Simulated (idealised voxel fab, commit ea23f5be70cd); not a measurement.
process module | voxel wiring stack
cross-section cut | 265 nm wide | cells 5 nm
A cross-section is a grid of square cells, given in bands from the top down. A band is one or more rows of cells.
Each band's line starts with the height of the band's top and of its bottom, in nm. Then come its materials from left to right, each with its width in nm. One material with "throughout" fills the band from edge to edge. "air" is empty space.
Height 0 is the level under which the wafer as received is all one material. The lowest band goes on downwards, as in "0 down".
A width such as "30 to 40" changes by the same amount from each row of cells to the next, from the band's top row to its bottom row.
"no change" after a step means that no cell of the cross-section changed.
closed voids: empty space of 8 cells or more with no open way to the top, each as width x height at its distance from the left edge, in nm
after a step's settings: what the simulator itself notes on the step
overlay nm, on a step with a mask: how far to the right of its planned place the mask lay; to the left if negative
plan
1 op RECEIVE | material Si
2 op CONFORMAL_DEP | material SiO2 | thk nm 15
3 op CONFORMAL_DEP | material SiN | thk nm 5
4 op DIRECTIONAL_DEP | material SiO2 | thk nm 15
5 op PATTERN | tone open | mask id METAL_1 | material resist | width nm 20 | pitch nm 40 | thk nm 20 | overlay nm 0
6 op DIRECTIONAL_ETCH | etch materials SiO2 | depth nm 15
7 op DIRECTIONAL_ETCH | etch materials SiN | depth nm 5
8 op STRIP | etch materials resist
9 op CONFORMAL_DEP | material TiN | thk nm 5
10 op FILL_DEP | material Ru | thk nm 10
11 op CMP | height nm 35
12 op EPI | material Ru | thk nm 5
13 op FILL_DEP | material SiCN | thk nm 5
14 op DIRECTIONAL_DEP | material SiO2 | thk nm 20
15 op PATTERN | tone open | mask id PLUG_1 | material resist | width nm 15 | pitch nm 40 | thk nm 20 | overlay nm 0
16 op DIRECTIONAL_ETCH | etch materials SiO2 | depth nm 20
17 op DIRECTIONAL_ETCH | etch materials SiCN | depth nm 5
18 op STRIP | etch materials resist
19 op CONFORMAL_DEP | material TiN | thk nm 5
20 op FILL_DEP | material W | thk nm 10
21 op CMP | height nm 65
22 op DIRECTIONAL_DEP | material TiN | thk nm 5
23 op DIRECTIONAL_DEP | material W | thk nm 20
24 op MASKED_ETCH | tone cover | mask id METAL_2 | width nm 20 | pitch nm 40 | etch materials W | depth nm 20 | overlay nm 0
25 op MASKED_ETCH | tone cover | mask id METAL_2 | width nm 20 | pitch nm 40 | etch materials TiN | depth nm 5 | overlay nm 0
26 op CONFORMAL_DEP | material SiN | thk nm 5
27 op FILL_DEP | material SiO2 | thk nm 5
28 op CMP | height nm 90
29 op CONFORMAL_DEP | material SiCN | thk nm 5
30 op DIRECTIONAL_DEP | material SiO2 | thk nm 30
31 op PATTERN | tone open | mask id METAL_3 | material resist | width nm 20 | pitch nm 40 | thk nm 15 | overlay nm 0
32 op DIRECTIONAL_ETCH | etch materials SiO2 | depth nm 15
33 op STRIP | etch materials resist
34 op PATTERN | tone open | mask id METAL_3_HOLES | material resist | width nm 15 | pitch nm 40 | thk nm 15 | overlay nm 0
35 op DIRECTIONAL_ETCH | etch materials SiO2 | depth nm 15
36 op DIRECTIONAL_ETCH | etch materials SiCN | depth nm 5
37 op STRIP | etch materials resist
38 op CONFORMAL_DEP | material TiN | thk nm 5
39 op FILL_DEP | material Cu | thk nm 5
40 op CMP | height nm 125
41 op CONFORMAL_DEP | material SiN | thk nm 5
first wafer, as planned
as received, after step 1
  0 down: Si throughout
  closed voids: none
after step 2
  15 to 0: SiO2 throughout
  below 0: unchanged
after step 3
  20 to 15: SiN throughout
  below 15: unchanged
after step 4
  35 to 20: SiO2 throughout
  below 20: unchanged
after step 5
  55 to 35: resist 100 | air 20 | resist 20 | air 20 | resist 105
  below 35: unchanged
after step 6
  55 to 35: resist 100 | air 20 | resist 20 | air 20 | resist 105
  35 to 20: SiO2 100 | air 20 | SiO2 20 | air 20 | SiO2 105
  below 20: unchanged
after step 7
  55 to 35: resist 100 | air 20 | resist 20 | air 20 | resist 105
  35 to 20: SiO2 100 | air 20 | SiO2 20 | air 20 | SiO2 105
  20 to 15: SiN 100 | air 20 | SiN 20 | air 20 | SiN 105
  below 15: unchanged
after step 8
  35 to 20: SiO2 100 | air 20 | SiO2 20 | air 20 | SiO2 105
  below 20: unchanged
after step 9
  40 to 35: TiN 105 | air 10 | TiN 30 | air 10 | TiN 110
  35 to 20: SiO2 100 | TiN 5 | air 10 | TiN 5 | SiO2 20 | TiN 5 | air 10 | TiN 5 | SiO2 105
  20 to 15: SiN 100 | TiN 20 | SiN 20 | TiN 20 | SiN 105
  below 15: unchanged
after step 10
  50 to 40: Ru throughout
  40 to 35: TiN 105 | Ru 10 | TiN 30 | Ru 10 | TiN 110
  35 to 20: SiO2 100 | TiN 5 | Ru 10 | TiN 5 | SiO2 20 | TiN 5 | Ru 10 | TiN 5 | SiO2 105
  below 20: unchanged
after step 11
  35 to 20: SiO2 100 | TiN 5 | Ru 10 | TiN 5 | SiO2 20 | TiN 5 | Ru 10 | TiN 5 | SiO2 105
  below 20: unchanged
after step 12
  40 to 35: air 95 | Ru 30 | air 10 | Ru 30 | air 100
  below 35: unchanged
after step 13
  45 to 40: SiCN throughout
  40 to 35: SiCN 95 | Ru 30 | SiCN 10 | Ru 30 | SiCN 100
  below 35: unchanged
after step 14
  65 to 45: SiO2 throughout
  below 45: unchanged
after step 15
  85 to 65: resist 100 | air 15 | resist 25 | air 15 | resist 110
  below 65: unchanged
after step 16
  85 to 65: resist 100 | air 15 | resist 25 | air 15 | resist 110
  65 to 45: SiO2 100 | air 15 | SiO2 25 | air 15 | SiO2 110
  below 45: unchanged
after step 17
  85 to 65: resist 100 | air 15 | resist 25 | air 15 | resist 110
  65 to 45: SiO2 100 | air 15 | SiO2 25 | air 15 | SiO2 110
  45 to 40: SiCN 100 | air 15 | SiCN 25 | air 15 | SiCN 110
  below 40: unchanged
after step 18
  65 to 45: SiO2 100 | air 15 | SiO2 25 | air 15 | SiO2 110
  below 45: unchanged
after step 19
  70 to 65: TiN 105 | air 5 | TiN 35 | air 5 | TiN 115
  65 to 45: SiO2 100 | TiN 5 | air 5 | TiN 5 | SiO2 25 | TiN 5 | air 5 | TiN 5 | SiO2 110
  45 to 40: SiCN 100 | TiN 15 | SiCN 25 | TiN 15 | SiCN 110
  below 40: unchanged
after step 20
  80 to 70: W throughout
  70 to 65: TiN 105 | W 5 | TiN 35 | W 5 | TiN 115
  65 to 45: SiO2 100 | TiN 5 | W 5 | TiN 5 | SiO2 25 | TiN 5 | W 5 | TiN 5 | SiO2 110
  below 45: unchanged
after step 21
  65 to 45: SiO2 100 | TiN 5 | W 5 | TiN 5 | SiO2 25 | TiN 5 | W 5 | TiN 5 | SiO2 110
  below 45: unchanged
after step 22
  70 to 65: TiN throughout
  below 65: unchanged
after step 23
  90 to 70: W throughout
  below 70: unchanged
after step 24
  90 to 70: air 100 | W 20 | air 20 | W 20 | air 105
  below 70: unchanged
after step 25
  90 to 70: air 100 | W 20 | air 20 | W 20 | air 105
  70 to 65: air 100 | TiN 20 | air 20 | TiN 20 | air 105
  below 65: unchanged
after step 26
  95 to 90: air 95 | SiN 30 | air 10 | SiN 30 | air 100
  90 to 70: air 95 | SiN 5 | W 20 | SiN 5 | air 10 | SiN 5 | W 20 | SiN 5 | air 100
  70 to 65: SiN 100 | TiN 20 | SiN 20 | TiN 20 | SiN 105
  below 65: unchanged
after step 27
  100 to 95: SiO2 throughout
  95 to 90: SiO2 95 | SiN 30 | SiO2 10 | SiN 30 | SiO2 100
  90 to 70: SiO2 95 | SiN 5 | W 20 | SiN 5 | SiO2 10 | SiN 5 | W 20 | SiN 5 | SiO2 100
  below 70: unchanged
after step 28
  90 to 70: SiO2 95 | SiN 5 | W 20 | SiN 5 | SiO2 10 | SiN 5 | W 20 | SiN 5 | SiO2 100
  below 70: unchanged
after step 29
  95 to 90: SiCN throughout
  below 90: unchanged
after step 30
  125 to 95: SiO2 throughout
  below 95: unchanged
after step 31
  140 to 125: resist 100 | air 20 | resist 20 | air 20 | resist 105
  below 125: unchanged
after step 32
  140 to 125: resist 100 | air 20 | resist 20 | air 20 | resist 105
  125 to 110: SiO2 100 | air 20 | SiO2 20 | air 20 | SiO2 105
  below 110: unchanged
after step 33
  125 to 110: SiO2 100 | air 20 | SiO2 20 | air 20 | SiO2 105
  below 110: unchanged
after step 34
  140 to 125: resist 100 | air 15 | resist 25 | air 15 | resist 110
  125 to 110: SiO2 100 | air 15 | resist 5 | SiO2 20 | air 15 | resist 5 | SiO2 105
  below 110: unchanged
after step 35
  140 to 125: resist 100 | air 15 | resist 25 | air 15 | resist 110
  125 to 110: SiO2 100 | air 15 | resist 5 | SiO2 20 | air 15 | resist 5 | SiO2 105
  110 to 95: SiO2 100 | air 15 | SiO2 25 | air 15 | SiO2 110
  below 95: unchanged
after step 36
  140 to 125: resist 100 | air 15 | resist 25 | air 15 | resist 110
  125 to 110: SiO2 100 | air 15 | resist 5 | SiO2 20 | air 15 | resist 5 | SiO2 105
  110 to 95: SiO2 100 | air 15 | SiO2 25 | air 15 | SiO2 110
  95 to 90: SiCN 100 | air 15 | SiCN 25 | air 15 | SiCN 110
  below 90: unchanged
after step 37
  125 to 110: SiO2 100 | air 20 | SiO2 20 | air 20 | SiO2 105
  below 110: unchanged
after step 38
  130 to 125: TiN 105 | air 10 | TiN 30 | air 10 | TiN 110
  125 to 115: SiO2 100 | TiN 5 | air 10 | TiN 5 | SiO2 20 | TiN 5 | air 10 | TiN 5 | SiO2 105
  115 to 110: SiO2 100 | TiN 5 | air 5 | TiN 10 | SiO2 20 | TiN 5 | air 5 | TiN 10 | SiO2 105
  110 to 95: SiO2 100 | TiN 5 | air 5 | TiN 5 | SiO2 25 | TiN 5 | air 5 | TiN 5 | SiO2 110
  95 to 90: SiCN 100 | TiN 15 | SiCN 25 | TiN 15 | SiCN 110
  below 90: unchanged
after step 39
  135 to 130: Cu throughout
  130 to 125: TiN 105 | Cu 10 | TiN 30 | Cu 10 | TiN 110
  125 to 115: SiO2 100 | TiN 5 | Cu 10 | TiN 5 | SiO2 20 | TiN 5 | Cu 10 | TiN 5 | SiO2 105
  115 to 110: SiO2 100 | TiN 5 | Cu 5 | TiN 10 | SiO2 20 | TiN 5 | Cu 5 | TiN 10 | SiO2 105
  110 to 95: SiO2 100 | TiN 5 | Cu 5 | TiN 5 | SiO2 25 | TiN 5 | Cu 5 | TiN 5 | SiO2 110
  below 95: unchanged
after step 40
  125 to 115: SiO2 100 | TiN 5 | Cu 10 | TiN 5 | SiO2 20 | TiN 5 | Cu 10 | TiN 5 | SiO2 105
  below 115: unchanged
after step 41
  130 to 125: SiN throughout
  below 125: unchanged
second wafer: like start, like plan, one mistake. Through step 13 it matches the first wafer
when step 14 should have ended
  60 to 45: SiO2 throughout
  below 45: unchanged
when step 15 should have ended
  80 to 60: resist 100 | air 15 | resist 25 | air 15 | resist 110
  below 60: unchanged
when step 16 should have ended
  80 to 60: resist 100 | air 15 | resist 25 | air 15 | resist 110
  60 to 45: SiO2 100 | air 15 | SiO2 25 | air 15 | SiO2 110
  below 45: unchanged
when step 17 should have ended
  80 to 60: resist 100 | air 15 | resist 25 | air 15 | resist 110
  60 to 45: SiO2 100 | air 15 | SiO2 25 | air 15 | SiO2 110
  45 to 40: SiCN 100 | air 15 | SiCN 25 | air 15 | SiCN 110
  below 40: unchanged
when step 18 should have ended
  60 to 45: SiO2 100 | air 15 | SiO2 25 | air 15 | SiO2 110
  below 45: unchanged
when step 19 should have ended
  65 to 60: TiN 105 | air 5 | TiN 35 | air 5 | TiN 115
  60 to 45: SiO2 100 | TiN 5 | air 5 | TiN 5 | SiO2 25 | TiN 5 | air 5 | TiN 5 | SiO2 110
  45 to 40: SiCN 100 | TiN 15 | SiCN 25 | TiN 15 | SiCN 110
  below 40: unchanged
when step 20 should have ended
  75 to 65: W throughout
  65 to 60: TiN 105 | W 5 | TiN 35 | W 5 | TiN 115
  60 to 45: SiO2 100 | TiN 5 | W 5 | TiN 5 | SiO2 25 | TiN 5 | W 5 | TiN 5 | SiO2 110
  below 45: unchanged
when step 21 should have ended
  65 to 60: TiN 105 | W 5 | TiN 35 | W 5 | TiN 115
  below 60: unchanged
when step 22 should have ended
  70 to 65: TiN throughout
  below 65: unchanged
when step 23 should have ended
  90 to 70: W throughout
  below 70: unchanged
when step 24 should have ended
  90 to 70: air 100 | W 20 | air 20 | W 20 | air 105
  below 70: unchanged
when step 25 should have ended
  90 to 70: air 100 | W 20 | air 20 | W 20 | air 105
  70 to 65: air 100 | TiN 20 | air 20 | TiN 20 | air 105
  below 65: unchanged
when step 26 should have ended
  95 to 90: air 95 | SiN 30 | air 10 | SiN 30 | air 100
  90 to 70: air 95 | SiN 5 | W 20 | SiN 5 | air 10 | SiN 5 | W 20 | SiN 5 | air 100
  70 to 65: SiN 100 | TiN 20 | SiN 20 | TiN 20 | SiN 105
  below 65: unchanged
when step 27 should have ended
  100 to 95: SiO2 throughout
  95 to 90: SiO2 95 | SiN 30 | SiO2 10 | SiN 30 | SiO2 100
  90 to 70: SiO2 95 | SiN 5 | W 20 | SiN 5 | SiO2 10 | SiN 5 | W 20 | SiN 5 | SiO2 100
  below 70: unchanged
when step 28 should have ended
  90 to 70: SiO2 95 | SiN 5 | W 20 | SiN 5 | SiO2 10 | SiN 5 | W 20 | SiN 5 | SiO2 100
  below 70: unchanged
when step 29 should have ended
  95 to 90: SiCN throughout
  below 90: unchanged
when step 30 should have ended
  125 to 95: SiO2 throughout
  below 95: unchanged
when step 31 should have ended
  140 to 125: resist 100 | air 20 | resist 20 | air 20 | resist 105
  below 125: unchanged
when step 32 should have ended
  140 to 125: resist 100 | air 20 | resist 20 | air 20 | resist 105
  125 to 110: SiO2 100 | air 20 | SiO2 20 | air 20 | SiO2 105
  below 110: unchanged
when step 33 should have ended
  125 to 110: SiO2 100 | air 20 | SiO2 20 | air 20 | SiO2 105
  below 110: unchanged
when step 34 should have ended
  140 to 125: resist 100 | air 15 | resist 25 | air 15 | resist 110
  125 to 110: SiO2 100 | air 15 | resist 5 | SiO2 20 | air 15 | resist 5 | SiO2 105
  below 110: unchanged
when step 35 should have ended
  140 to 125: resist 100 | air 15 | resist 25 | air 15 | resist 110
  125 to 110: SiO2 100 | air 15 | resist 5 | SiO2 20 | air 15 | resist 5 | SiO2 105
  110 to 95: SiO2 100 | air 15 | SiO2 25 | air 15 | SiO2 110
  below 95: unchanged
when step 36 should have ended
  140 to 125: resist 100 | air 15 | resist 25 | air 15 | resist 110
  125 to 110: SiO2 100 | air 15 | resist 5 | SiO2 20 | air 15 | resist 5 | SiO2 105
  110 to 95: SiO2 100 | air 15 | SiO2 25 | air 15 | SiO2 110
  95 to 90: SiCN 100 | air 15 | SiCN 25 | air 15 | SiCN 110
  below 90: unchanged
when step 37 should have ended
  125 to 110: SiO2 100 | air 20 | SiO2 20 | air 20 | SiO2 105
  below 110: unchanged
when step 38 should have ended
  130 to 125: TiN 105 | air 10 | TiN 30 | air 10 | TiN 110
  125 to 115: SiO2 100 | TiN 5 | air 10 | TiN 5 | SiO2 20 | TiN 5 | air 10 | TiN 5 | SiO2 105
  115 to 110: SiO2 100 | TiN 5 | air 5 | TiN 10 | SiO2 20 | TiN 5 | air 5 | TiN 10 | SiO2 105
  110 to 95: SiO2 100 | TiN 5 | air 5 | TiN 5 | SiO2 25 | TiN 5 | air 5 | TiN 5 | SiO2 110
  95 to 90: SiCN 100 | TiN 15 | SiCN 25 | TiN 15 | SiCN 110
  below 90: unchanged
when step 39 should have ended
  135 to 130: Cu throughout
  130 to 125: TiN 105 | Cu 10 | TiN 30 | Cu 10 | TiN 110
  125 to 115: SiO2 100 | TiN 5 | Cu 10 | TiN 5 | SiO2 20 | TiN 5 | Cu 10 | TiN 5 | SiO2 105
  115 to 110: SiO2 100 | TiN 5 | Cu 5 | TiN 10 | SiO2 20 | TiN 5 | Cu 5 | TiN 10 | SiO2 105
  110 to 95: SiO2 100 | TiN 5 | Cu 5 | TiN 5 | SiO2 25 | TiN 5 | Cu 5 | TiN 5 | SiO2 110
  below 95: unchanged
when step 40 should have ended
  125 to 115: SiO2 100 | TiN 5 | Cu 10 | TiN 5 | SiO2 20 | TiN 5 | Cu 10 | TiN 5 | SiO2 105
  below 115: unchanged
when step 41 should have ended
  130 to 125: SiN throughout
  below 125: unchanged
what went wrong: step 14 ran as: op DIRECTIONAL_DEP | material SiO2 | thk nm 15
at the end the second wafer has, in cells: 47 fewer of SiO2 | 47 more of TiN
